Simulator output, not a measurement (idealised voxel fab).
The document below concerns the process module designated voxel transistor to metal.
Cross-section cut spans 180 nm and uses square cells 5 nm in size.
Reading order for cross-sections: top band down to bottom band. Underlying form: a grid of square cells. Band size: one or more rows of cells. This entry defines a band. It first specifies the height of the band's top and the height of its bottom in nm, and then specifies the band's materials from left to right, stating each material with its width in nm. The word "all across" identifies a single material that fills the band from edge to edge, while the word "air" identifies empty space. Heights are measured from 0, the level below which the as-received wafer is all one material; the lowest band has no bottom and continues downward, written as in "0 -> down". You'd read "30->40" like this: the band's top row of cells is as wide as the first number, its bottom row is as wide as the second, and going down, every row changes width by the same amount as the row before did. It should be understood that the words "nothing altered", when stated for a given step, signify that the cross-section underwent no change in any of its cells during that step. The entry titled "Sealed cavities" provides the empty spaces that have no open way to the top, restricted to those of 8 cells or more. Each is presented as width x height at distance, the distance being measured from the left edge, with all three in nm. Where a step's line continues beyond its settings, the continuation is a remark by the simulator itself on that step. overlay nm: how far to the right of its planned place the mask lay on this masked step (negative: to the left).

Below is the list of planned process steps:
| 1 | RECEIVE, material Si |
| 2 | CONFORMAL_DEP, material SiO2, thk nm 5 |
| 3 | CONFORMAL_DEP, material SiN, thk nm 10 |
| 4 | MASKED_ETCH, tone cover, mask id ACTIVE, width nm 95, etch materials SiN, depth nm 10, overlay nm -15 |
| 5 | MASKED_ETCH, tone cover, mask id ACTIVE, width nm 95, etch materials SiO2, depth nm 5, overlay nm 0 |
| 6 | MASKED_ETCH, tone cover, mask id ACTIVE, width nm 95, etch materials Si, depth nm 35, overlay nm 0 |
| 7 | OXIDIZE, depth nm 5 |
| 8 | FILL_DEP, material SiO2, thk nm 10 |
| 9 | CMP, height nm 15 |
| 10 | SELECTIVE_ETCH, etch materials SiO2, depth nm 10 |
| 11 | STRIP, etch materials SiN |
| 12 | SELECTIVE_ETCH, etch materials SiO2, depth nm 5 |
| 13 | OXIDIZE, depth nm 5 |
| 14 | DIRECTIONAL_DEP, material polySi, thk nm 30 |
| 15 | DIRECTIONAL_DEP, material SiCN, thk nm 15 |
| 16 | PATTERN, tone cover, mask id GATE, material resist, width nm 25, thk nm 15, overlay nm 0 |
| 17 | DIRECTIONAL_ETCH, etch materials SiCN, depth nm 25 |
| 18 | DIRECTIONAL_ETCH, etch materials polySi, depth nm 40 |
| 19 | STRIP, etch materials resist |
| 20 | CONFORMAL_DEP, material SiN, thk nm 5 |
| 21 | DIRECTIONAL_ETCH, etch materials SiN, depth nm 5 |
| 22 | DIRECTIONAL_ETCH, etch materials SiO2, depth nm 5 |
| 23 | EPI, material SiGe, thk nm 5 |
| 24 | FILL_DEP, material SiO2, thk nm 5 |
| 25 | CMP, height nm 30 |
| 26 | STRIP, etch materials polySi |
| 27 | SELECTIVE_ETCH, etch materials SiO2, depth nm 5 |
| 28 | CONFORMAL_DEP, material HfO2, thk nm 5 |
| 29 | CONFORMAL_DEP, material TiN, thk nm 5 |
| 30 | FILL_DEP, material W, thk nm 10 |
| 31 | CMP, height nm 25 |
| 32 | DIRECTIONAL_DEP, material SiO2, thk nm 15 |
| 33 | PATTERN, tone open, mask id CONTACT, material resist, width nm 15, pitch nm 70, thk nm 15, overlay nm 0 |
| 34 | DIRECTIONAL_ETCH, etch materials SiO2, depth nm 40 |
| 35 | STRIP, etch materials resist |
| 36 | CONFORMAL_DEP, material TiN, thk nm 5 |
| 37 | FILL_DEP, material Ru, thk nm 10 |
| 38 | CMP, height nm 40 |
| 39 | CONFORMAL_DEP, material SiN, thk nm 5 |
| 40 | DIRECTIONAL_DEP, material SiO2, thk nm 25 |
| 41 | PATTERN, tone open, mask id METAL_1, material resist, width nm 15, pitch nm 70, thk nm 15, overlay nm 0 |
| 42 | DIRECTIONAL_ETCH, etch materials SiO2, depth nm 25 |
| 43 | DIRECTIONAL_ETCH, etch materials SiN, depth nm 5 |
| 44 | STRIP, etch materials resist |
| 45 | CONFORMAL_DEP, material TiN, thk nm 5 |
| 46 | FILL_DEP, material Cu, thk nm 10 |
| 47 | CMP, height nm 70 |
| 48 | CONFORMAL_DEP, material SiCN, thk nm 5 |
| 49 | DIRECTIONAL_DEP, material SiO2, thk nm 30 |
| 50 | DIRECTIONAL_DEP, material aC, thk nm 10 |
| 51 | PATTERN, tone open, mask id METAL_2, material resist, width nm 15, pitch nm 70, thk nm 25, overlay nm 0 |
| 52 | DIRECTIONAL_ETCH, etch materials aC, depth nm 10 |
| 53 | STRIP, etch materials resist |
| 54 | DIRECTIONAL_ETCH, etch materials SiO2, depth nm 15 |
| 55 | STRIP, etch materials aC |
| 56 | DIRECTIONAL_DEP, material aC, thk nm 15 |
| 57 | PATTERN, tone open, mask id METAL_2_HOLES, material resist, width nm 15, pitch nm 70, thk nm 30, overlay nm 0 |
| 58 | DIRECTIONAL_ETCH, etch materials aC, depth nm 15 |
| 59 | STRIP, etch materials resist |
| 60 | DIRECTIONAL_ETCH, etch materials SiO2, depth nm 15 |
| 61 | DIRECTIONAL_ETCH, etch materials SiCN, depth nm 5 |
| 62 | STRIP, etch materials aC |
| 63 | CONFORMAL_DEP, material TiN, thk nm 5 |
| 64 | FILL_DEP, material Cu, thk nm 10 |
| 65 | CMP, height nm 105 |
| 66 | CONFORMAL_DEP, material SiCN, thk nm 5 |
Quick note for whoever runs this: the wafers start identical, but the overlay nm at step 4 isn't the same across them. The plan just shows what the first wafer had.

Cross-section of the first incoming wafer of several, state after step 1:
> 0 -> down | Si all across
> Sealed cavities: none

Wafer cross-section (first of several) - module end, post step 66 (last step):
> 110 -> 105 | SiCN all across
> 105 -> 75 | SiO2 45 nm  TiN 5 nm  Cu 5 nm  TiN 5 nm  SiO2 55 nm  TiN 5 nm  Cu 5 nm  TiN 5 nm  SiO2 50 nm
> 75 -> 70 | SiCN 45 nm  TiN 15 nm  SiCN 55 nm  TiN 15 nm  SiCN 50 nm
> 70 -> 45 | SiO2 45 nm  TiN 5 nm  Cu 5 nm  TiN 5 nm  SiO2 55 nm  TiN 5 nm  Cu 5 nm  TiN 5 nm  SiO2 50 nm
> 45 -> 40 | SiN 45 nm  TiN 15 nm  SiN 55 nm  TiN 15 nm  SiN 50 nm
> 40 -> 25 | SiO2 45 nm  TiN 5 nm  Ru 5 nm  TiN 5 nm  SiO2 55 nm  TiN 5 nm  Ru 5 nm  TiN 5 nm  SiO2 50 nm
> 25 -> 5 | SiO2 45 nm  TiN 5 nm  Ru 5 nm  TiN 5 nm  SiO2 10 nm  SiN 5 nm  HfO2 5 nm  TiN 5 nm  W 5 nm  TiN 5 nm  HfO2 5 nm  SiN 5 nm  SiO2 10 nm  TiN 5 nm  Ru 5 nm  TiN 5 nm  SiO2 50 nm
> 5 -> 0 | SiO2 45 nm  TiN 15 nm  SiO2 10 nm  SiN 5 nm  HfO2 5 nm  TiN 15 nm  HfO2 5 nm  SiN 5 nm  SiO2 10 nm  TiN 15 nm  SiO2 50 nm
> 0 -> -5 | SiO2 25 nm  SiGe 45 nm  HfO2 35 nm  SiGe 30 nm  SiO2 45 nm
> -5 -> -40 | SiO2 30 nm  Si 100 nm  SiO2 50 nm
> -40 -> down | Si all across
> Sealed cavities: none

At the end of the module, the last of several wafers in cross-section:
> 110 -> 105 | SiCN all across
> 105 -> 75 | SiO2 45 nm  TiN 5 nm  Cu 5 nm  TiN 5 nm  SiO2 55 nm  TiN 5 nm  Cu 5 nm  TiN 5 nm  SiO2 50 nm
> 75 -> 70 | SiCN 45 nm  TiN 15 nm  SiCN 55 nm  TiN 15 nm  SiCN 50 nm
> 70 -> 45 | SiO2 45 nm  TiN 5 nm  Cu 5 nm  TiN 5 nm  SiO2 55 nm  TiN 5 nm  Cu 5 nm  TiN 5 nm  SiO2 50 nm
> 45 -> 40 | SiN 45 nm  TiN 15 nm  SiN 55 nm  TiN 15 nm  SiN 50 nm
> 40 -> 25 | SiO2 45 nm  TiN 5 nm  Ru 5 nm  TiN 5 nm  SiO2 55 nm  TiN 5 nm  Ru 5 nm  TiN 5 nm  SiO2 50 nm
> 25 -> 5 | SiO2 45 nm  TiN 5 nm  Ru 5 nm  TiN 5 nm  SiO2 10 nm  SiN 5 nm  HfO2 5 nm  TiN 5 nm  W 5 nm  TiN 5 nm  HfO2 5 nm  SiN 5 nm  SiO2 10 nm  TiN 5 nm  Ru 5 nm  TiN 5 nm  SiO2 50 nm
> 5 -> 0 | SiO2 45 nm  TiN 15 nm  SiO2 10 nm  SiN 5 nm  HfO2 5 nm  TiN 15 nm  HfO2 5 nm  SiN 5 nm  SiO2 10 nm  TiN 15 nm  SiO2 50 nm
> 0 -> -5 | SiO2 40 nm  SiGe 30 nm  HfO2 35 nm  SiGe 45 nm  SiO2 30 nm
> -5 -> -40 | SiO2 45 nm  Si 100 nm  SiO2 35 nm
> -40 -> down | Si all across
> Sealed cavities: none

What follows is a table in which each wafer occupies a row; for the wafer as it stands at the close of the module, the row states, material by material, how many cells have been gained (+) or lost (-) since receipt, and then gives its closed voids:
overlay nm -15 | +22 Cu | +17 HfO2 | +14 Ru | -148 Si | +66 SiCN | +15 SiGe | +40 SiN | +661 SiO2 | +101 TiN | +4 W | Sealed cavities: none
overlay nm -10 | +22 Cu | +17 HfO2 | +14 Ru | -155 Si | +66 SiCN | +14 SiGe | +40 SiN | +669 SiO2 | +101 TiN | +4 W | Sealed cavities: none
overlay nm -5 | +22 Cu | +17 HfO2 | +14 Ru | -162 Si | +66 SiCN | +13 SiGe | +40 SiN | +677 SiO2 | +101 TiN | +4 W | Sealed cavities: none
overlay nm 0 | +22 Cu | +17 HfO2 | +14 Ru | -169 Si | +66 SiCN | +12 SiGe | +40 SiN | +685 SiO2 | +101 TiN | +4 W | Sealed cavities: none
overlay nm 5 | +22 Cu | +17 HfO2 | +14 Ru | -162 Si | +66 SiCN | +13 SiGe | +40 SiN | +677 SiO2 | +101 TiN | +4 W | Sealed cavities: none
overlay nm 10 | +22 Cu | +17 HfO2 | +14 Ru | -155 Si | +66 SiCN | +14 SiGe | +40 SiN | +669 SiO2 | +101 TiN | +4 W | Sealed cavities: none
overlay nm 15 | +22 Cu | +17 HfO2 | +14 Ru | -148 Si | +66 SiCN | +15 SiGe | +40 SiN | +661 SiO2 | +101 TiN | +4 W | Sealed cavities: none
